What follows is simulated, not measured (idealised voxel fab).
Proc. module: voxel ribs on slabs
The cross-section on display is named cut; it measures 285 nm wide, and its cells are 5 nm squares.
A cross-section in this document is a grid of square cells, and it is written down as bands, the top band listed before the ones below it; a band is made up of one or more rows of cells. Band entry format. Leading values: height of top, height of bottom, nm. Remainder: materials in left-to-right order, each with its width in nm. Special words: "throughout" on a single material, which then fills the band edge to edge; "blank", empty space. We count height from 0. Below that, the starting wafer is all one material. The lowest band never ends at the bottom but goes on down; see "top 0, no bottom" for how that is written. With a width like "30 to 40", each row of cells in the band differs from the next by the same amount, the top row carrying the first number and the bottom row the second. "everything unchanged" after a step means that no cell of the cross-section changed. Basically, "Encapsulated voids" tells you about the enclosed voids: empty spaces with no open way to the top, 8 cells or bigger, each written width x height at distance, where distance is from the left edge, all in nm. If you see something after the settings on a step's line, that's the simulator's own remark about that step. overlay nm: for a step with a mask, the amount by which the mask lay right of where it was planned; a negative amount means left of it.

Plan
step 1: RECEIVE, material Si
step 2: DIRECTIONAL_DEP, material SiO2, thk nm 20
step 3: DIRECTIONAL_DEP, material polySi, thk nm 15
step 4: PATTERN, tone cover, mask id RIB, material resist, width nm 20, thk nm 15, overlay nm 0
step 5: DIRECTIONAL_ETCH, etch materials polySi, depth nm 5
step 6: STRIP, etch materials resist
step 7: MASKED_ETCH, tone cover, mask id SLAB, width nm 60, etch materials polySi, depth nm 10, overlay nm 0
step 8: FILL_DEP, material SiO2, thk nm 20
step 9: CMP, height nm 50
step 10: DIRECTIONAL_DEP, material TiN, thk nm 5
step 11: PATTERN, tone cover, mask id HEATER, material resist, width nm 30, thk nm 20, overlay nm 0
step 12: DIRECTIONAL_ETCH, etch materials TiN, depth nm 5
step 13: STRIP, etch materials resist
step 14: CONFORMAL_DEP, material SiN, thk nm 10

The first wafer of two, processed as planned

Cross-section, incoming material, after step 1
> top 0, no bottom: Si throughout
> Encapsulated voids: none

Sectional view: wafer, after step 2
> top 20, bottom 0: SiO2 throughout
> Everything under 0 stays put, no change at all.

Sectional view: wafer, after step 3
> top 35, bottom 20: polySi throughout
> Everything under 20 stays put, no change at all.

Sectional view: wafer, after step 4
> top 50, bottom 35: 130 of blank, 20 of resist, 135 of blank
> Everything under 35 stays put, no change at all.

Sectional view: wafer, after step 5
> top 50, bottom 35: 130 of blank, 20 of resist, 135 of blank
> top 35, bottom 30: 130 of blank, 20 of polySi, 135 of blank
> Everything under 30 stays put, no change at all.

Sectional view: wafer, after step 6
> top 35, bottom 30: 130 of blank, 20 of polySi, 135 of blank
> Everything under 30 stays put, no change at all.

Sectional view: wafer, after step 7
> top 35, bottom 30: 130 of blank, 20 of polySi, 135 of blank
> top 30, bottom 20: 110 of blank, 60 of polySi, 115 of blank
> Everything under 20 stays put, no change at all.

Sectional view: wafer, after step 8
> top 55, bottom 35: SiO2 throughout
> top 35, bottom 30: 130 of SiO2, 20 of polySi, 135 of SiO2
> top 30, bottom 20: 110 of SiO2, 60 of polySi, 115 of SiO2
> Everything under 20 stays put, no change at all.

Sectional view: wafer, after step 9
> top 50, bottom 35: SiO2 throughout
> Everything under 35 stays put, no change at all.

Sectional view: wafer, after step 10
> top 55, bottom 50: TiN throughout
> Everything under 50 stays put, no change at all.

Sectional view: wafer, after step 11
> top 75, bottom 55: 125 of blank, 30 of resist, 130 of blank
> Everything under 55 stays put, no change at all.

Sectional view: wafer, after step 12
> top 75, bottom 55: 125 of blank, 30 of resist, 130 of blank
> top 55, bottom 50: 125 of blank, 30 of TiN, 130 of blank
> Everything under 50 stays put, no change at all.

Sectional view: wafer, after step 13
> top 55, bottom 50: 125 of blank, 30 of TiN, 130 of blank
> Everything under 50 stays put, no change at all.

Sectional view: wafer, after step 14
> top 65, bottom 60: 115 of blank, 50 of SiN, 120 of blank
> top 60, bottom 55: SiN throughout
> top 55, bottom 50: 125 of SiN, 30 of TiN, 130 of SiN
> Everything under 50 stays put, no change at all.

Companion wafer, the second of two: same beginning, same intended sequence, one mistake in carrying it out; through step 1 inclusive it tracks the first exactly

Planned end of step 2: second wafer, cross-section
> top 25, bottom 0: SiO2 throughout
> Everything under 0 stays put, no change at all.

Planned end of step 3: second wafer, cross-section
> top 40, bottom 25: polySi throughout
> Everything under 25 stays put, no change at all.

Planned end of step 4: second wafer, cross-section
> top 55, bottom 40: 130 of blank, 20 of resist, 135 of blank
> Everything under 40 stays put, no change at all.

Planned end of step 5: second wafer, cross-section
> top 55, bottom 40: 130 of blank, 20 of resist, 135 of blank
> top 40, bottom 35: 130 of blank, 20 of polySi, 135 of blank
> Everything under 35 stays put, no change at all.

Planned end of step 6: second wafer, cross-section
> top 40, bottom 35: 130 of blank, 20 of polySi, 135 of blank
> Everything under 35 stays put, no change at all.

Planned end of step 7: second wafer, cross-section
> top 40, bottom 35: 130 of blank, 20 of polySi, 135 of blank
> top 35, bottom 25: 110 of blank, 60 of polySi, 115 of blank
> Everything under 25 stays put, no change at all.

Planned end of step 8: second wafer, cross-section
> top 60, bottom 40: SiO2 throughout
> top 40, bottom 35: 130 of SiO2, 20 of polySi, 135 of SiO2
> top 35, bottom 25: 110 of SiO2, 60 of polySi, 115 of SiO2
> Everything under 25 stays put, no change at all.

Planned end of step 9: second wafer, cross-section
> top 50, bottom 40: SiO2 throughout
> Everything under 40 stays put, no change at all.

Planned end of step 10: second wafer, cross-section
> top 55, bottom 50: TiN throughout
> Everything under 50 stays put, no change at all.

Planned end of step 11: second wafer, cross-section
> top 75, bottom 55: 125 of blank, 30 of resist, 130 of blank
> Everything under 55 stays put, no change at all.

Planned end of step 12: second wafer, cross-section
> top 75, bottom 55: 125 of blank, 30 of resist, 130 of blank
> top 55, bottom 50: 125 of blank, 30 of TiN, 130 of blank
> Everything under 50 stays put, no change at all.

Planned end of step 13: second wafer, cross-section
> top 55, bottom 50: 125 of blank, 30 of TiN, 130 of blank
> Everything under 50 stays put, no change at all.

Planned end of step 14: second wafer, cross-section
> top 65, bottom 60: 115 of blank, 50 of SiN, 120 of blank
> top 60, bottom 55: SiN throughout
> top 55, bottom 50: 125 of SiN, 30 of TiN, 130 of SiN
> Everything under 50 stays put, no change at all.
The plan and the run diverged here: step 2 ran with different settings than intended, the actual operation and settings being DIRECTIONAL_DEP, material SiO2, thk nm 25
Final wafers compared: equal cell tally per material, rearranged layout.
